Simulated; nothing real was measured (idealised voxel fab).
Process module, titled voxel gate over fins
The cross-section shown here is cut; it is 160 nm wide and divided into square cells measuring 5 nm on a side.
Cross-section, as written here: a square-cell grid given band by band from the top down, where a band holds one or more rows of cells.
Read a band's entry like this: the first values are the height of its top and the height of its bottom in nm, and what follows is the sequence of materials from left to right, each with its width in nm. Note that "blank" is empty space, and that a single material marked "edge to edge" reaches across the band from edge to edge.
Heights are measured from 0, the level below which the as-received wafer is all one material; the lowest band has no bottom and continues downward, written as in "0..down".
You'd read "30->40" like this: the band's top row of cells is as wide as the first number, its bottom row is as wide as the second, and going down, every row changes width by the same amount as the row before did.
Where a step carries "nothing was modified", the cross-section came out of it unchanged, cell for cell.
So "Closed void roster" is basically the list of trapped voids: any empty space of 8 cells or more that can't reach the top through an opening. They're written width x height at distance, the distance being from the left edge, and it's all nm.
Past the settings on a step's line: simulator remark, on that step.
For masked steps, "overlay nm" on the step line gives how far right of plan the mask actually lay; a minus sign means it lay to the left.
PROCESS STEPS (PLANNED)
1,RECEIVE [material Si]
2,CONFORMAL_DEP [material SiN] [thk nm 5]
3,DIRECTIONAL_DEP [material aC] [thk nm 10]
4,PATTERN [tone cover] [mask id FINS] [material resist] [width nm 15] [pitch nm 35] [thk nm 30] [overlay nm 0]
5,DIRECTIONAL_ETCH [etch materials aC] [depth nm 10]
6,STRIP [etch materials resist]
7,DIRECTIONAL_ETCH [etch materials SiN] [depth nm 5]
8,DIRECTIONAL_ETCH [etch materials Si] [depth nm 30]
9,STRIP [etch materials aC]
10,OXIDIZE [depth nm 5]
11,FILL_DEP [material SiO2] [thk nm 10]
12,CMP [height nm 5]
13,SELECTIVE_ETCH [etch materials SiO2] [depth nm 15]
14,STRIP [etch materials SiN]
15,CONFORMAL_DEP [material HfO2] [thk nm 5]
16,CONFORMAL_DEP [material TiN] [thk nm 5]
17,CONFORMAL_DEP [material TiAl] [thk nm 5]
18,CONFORMAL_DEP [material TiN] [thk nm 5]
19,FILL_DEP [material W] [thk nm 10]
20,CMP [height nm 25]
21,CONFORMAL_DEP [material SiCN] [thk nm 5]
SHOWN IN CROSS-SECTION IS THE WAFER AS RECEIVED, THAT IS, AS IT STANDS AFTER STEP 1
* 0..down | Si edge to edge
* Closed void roster: none
MODULE COMPLETE - CROSS-SECTION OF THE FIRST OF TWO WAFERS, RUN ACCORDING TO PLAN
* 30..25 | SiCN edge to edge
* 25..20 | W edge to edge
* 20..15 | 40 W  80 TiN  40 W
* 15..10 | 40 W  5 TiN  70 TiAl  5 TiN  40 W
* 10..5 | 45 TiN  5 TiAl  25 TiN  10 TiAl  25 TiN  5 TiAl  45 TiN
* 5..0 | 50 TiAl  5 TiN  15 HfO2  5 TiN  10 TiAl  5 TiN  15 HfO2  5 TiN  50 TiAl
* 0..-5 | 55 TiN  5 HfO2  5 Si  5 HfO2  20 TiN  5 HfO2  5 Si  5 HfO2  55 TiN
* -5..-10 | 60 HfO2  5 Si  30 HfO2  5 Si  60 HfO2
* -10..-35 | 60 SiO2  5 Si  30 SiO2  5 Si  60 SiO2
* -35..down | Si edge to edge
* Closed void roster: none
SECOND OF TWO WAFERS, MODULE COMPLETE, SECTIONED: IT SHARES THE FIRST WAFER'S START AND PLAN BUT WAS RUN WITH ONE MISTAKE
* 30..25 | SiCN edge to edge
* 25..20 | 30 W  5 TiN  90 TiAl  5 TiN  30 W
* 20..15 | 35 TiN  90 TiAl  35 TiN
* 15..10 | TiAl edge to edge
* 10..5 | 50 TiAl  25 TiN  10 TiAl  25 TiN  50 TiAl
* 5..0 | 50 TiAl  5 TiN  15 HfO2  5 TiN  10 TiAl  5 TiN  15 HfO2  5 TiN  50 TiAl
* 0..-5 | 55 TiN  5 HfO2  5 Si  5 HfO2  20 TiN  5 HfO2  5 Si  5 HfO2  55 TiN
* -5..-10 | 60 HfO2  5 Si  30 HfO2  5 Si  60 HfO2
* -10..-35 | 60 SiO2  5 Si  30 SiO2  5 Si  60 SiO2
* -35..down | Si edge to edge
* Closed void roster: none
What went wrong in running the wafer? contrary to plan, step 17 was performed as CONFORMAL_DEP [material TiAl] [thk nm 15]
It is noted that, at the conclusion of processing, the second wafer exhibits a higher or lower cell count for certain materials relative to the first: 72 more of TiAl, 20 fewer of TiN, 52 fewer of W
